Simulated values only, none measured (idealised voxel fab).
process module | voxel capacitor over wiring
cross-section cut | 240 nm wide | cells 5 nm
A cross-section is a grid of square cells, given in bands from the top down. A band is one or more rows of cells.
Each band's line starts with the height of the band's top and of its bottom, in nm. Then come its materials from left to right, each with its width in nm. One material with "throughout" fills the band from edge to edge. "air" is empty space.
Height 0 is the level under which the wafer as received is all one material. The lowest band goes on downwards, as in "0 down".
A width such as "30 to 40" changes by the same amount from each row of cells to the next, from the band's top row to its bottom row.
"no change" after a step means that no cell of the cross-section changed.
closed voids: empty space of 8 cells or more with no open way to the top, each as width x height at its distance from the left edge, in nm
after a step's settings: what the simulator itself notes on the step
overlay nm, on a step with a mask: how far to the right of its planned place the mask lay; to the left if negative
plan
1 op RECEIVE | material Si
2 op CONFORMAL_DEP | material SiO2 | thk nm 15
3 op DIRECTIONAL_DEP | material TiN | thk nm 5
4 op DIRECTIONAL_DEP | material Ru | thk nm 25
5 op DIRECTIONAL_DEP | material aC | thk nm 15
6 op PATTERN | tone cover | mask id METAL_1 | material resist | width nm 20 | pitch nm 75 | thk nm 35 | overlay nm 0
7 op DIRECTIONAL_ETCH | etch materials aC | depth nm 15
8 op STRIP | etch materials resist
9 op DIRECTIONAL_ETCH | etch materials Ru | depth nm 25
10 op DIRECTIONAL_ETCH | etch materials TiN | depth nm 5
11 op STRIP | etch materials aC
12 op CONFORMAL_DEP | material SiCN | thk nm 5
13 op FILL_DEP | material lowk | thk nm 5
14 op CMP | height nm 45
15 op CONFORMAL_DEP | material SiCN | thk nm 5
16 op DIRECTIONAL_DEP | material SiO2 | thk nm 15
17 op PATTERN | tone open | mask id PLUG_1 | material resist | width nm 15 | thk nm 20 | overlay nm 0
18 op DIRECTIONAL_ETCH | etch materials SiO2 | depth nm 15
19 op DIRECTIONAL_ETCH | etch materials SiCN | depth nm 5
20 op STRIP | etch materials resist
21 op CONFORMAL_DEP | material TiN | thk nm 5
22 op FILL_DEP | material Ru | thk nm 5
23 op CMP | height nm 65
24 op DIRECTIONAL_DEP | material TiN | thk nm 10
25 op DIRECTIONAL_DEP | material HfO2 | thk nm 5
26 op DIRECTIONAL_DEP | material TiN | thk nm 5
27 op MASKED_ETCH | tone cover | mask id UPPER_PLATE | width nm 60 | etch materials TiN | depth nm 5 | overlay nm 0
28 op MASKED_ETCH | tone cover | mask id UPPER_PLATE | width nm 60 | etch materials HfO2 | depth nm 5 | overlay nm 0
29 op PATTERN | tone cover | mask id LOWER_PLATE | material resist | width nm 70 | thk nm 15 | overlay nm 0
30 op DIRECTIONAL_ETCH | etch materials TiN | depth nm 10
31 op STRIP | etch materials resist
32 op FILL_DEP | material SiO2 | thk nm 20
33 op CMP | height nm 100
34 op DIRECTIONAL_DEP | material aC | thk nm 10
35 op PATTERN | tone open | mask id PLUG_2 | material resist | width nm 15 | thk nm 30 | overlay nm 0
36 op DIRECTIONAL_ETCH | etch materials aC | depth nm 10
37 op STRIP | etch materials resist
38 op DIRECTIONAL_ETCH | etch materials SiO2 | depth nm 15
39 op STRIP | etch materials aC
40 op CONFORMAL_DEP | material TiN | thk nm 5
41 op FILL_DEP | material W | thk nm 5
42 op CMP | height nm 100
43 op CONFORMAL_DEP | material SiCN | thk nm 5
as received, after step 1
  0 down: Si throughout
  closed voids: none
first wafer at the end, as planned
  105 to 100: SiCN throughout
  100 to 90: SiO2 85 | TiN 5 | W 5 | TiN 5 | SiO2 140
  90 to 80: SiO2 85 to 75 | TiN 15 to 60 | SiO2 140 to 105
  80 to 75: SiO2 75 | HfO2 60 | SiO2 105
  75 to 65: SiO2 70 | TiN 70 | SiO2 100
  65 to 50: SiO2 75 | TiN 5 | Ru 5 | TiN 5 | SiO2 150
  50 to 45: SiCN 75 | TiN 15 | SiCN 150
  45 to 20: lowk 65 | SiCN 5 | Ru 20 | SiCN 5 | lowk 45 | SiCN 5 | Ru 20 | SiCN 5 | lowk 70
  20 to 15: SiCN 70 | TiN 20 | SiCN 55 | TiN 20 | SiCN 75
  15 to 0: SiO2 throughout
  0 down: Si throughout
  closed voids: none
second wafer at the end: like start, like plan, one mistake
  105 to 100: SiCN throughout
  100 to 90: SiO2 85 to 75 | TiN 15 to 60 | SiO2 140 to 105
  90 to 80: SiO2 70 | TiN 70 | SiO2 100
  80 to 75: HfO2 throughout
  75 to 65: TiN throughout
  65 to 50: SiO2 75 | TiN 5 | Ru 5 | TiN 5 | SiO2 150
  50 to 45: SiCN 75 | TiN 15 | SiCN 150
  45 to 20: lowk 65 | SiCN 5 | Ru 20 | SiCN 5 | lowk 45 | SiCN 5 | Ru 20 | SiCN 5 | lowk 70
  20 to 15: SiCN 70 | TiN 20 | SiCN 55 | TiN 20 | SiCN 75
  15 to 0: SiO2 throughout
  0 down: Si throughout
  closed voids: none
what went wrong: step 26 ran as: op DIRECTIONAL_DEP | material TiN | thk nm 15
at the end the second wafer has, in cells: 36 more of HfO2 | 126 fewer of SiO2 | 92 more of TiN | 2 fewer of W
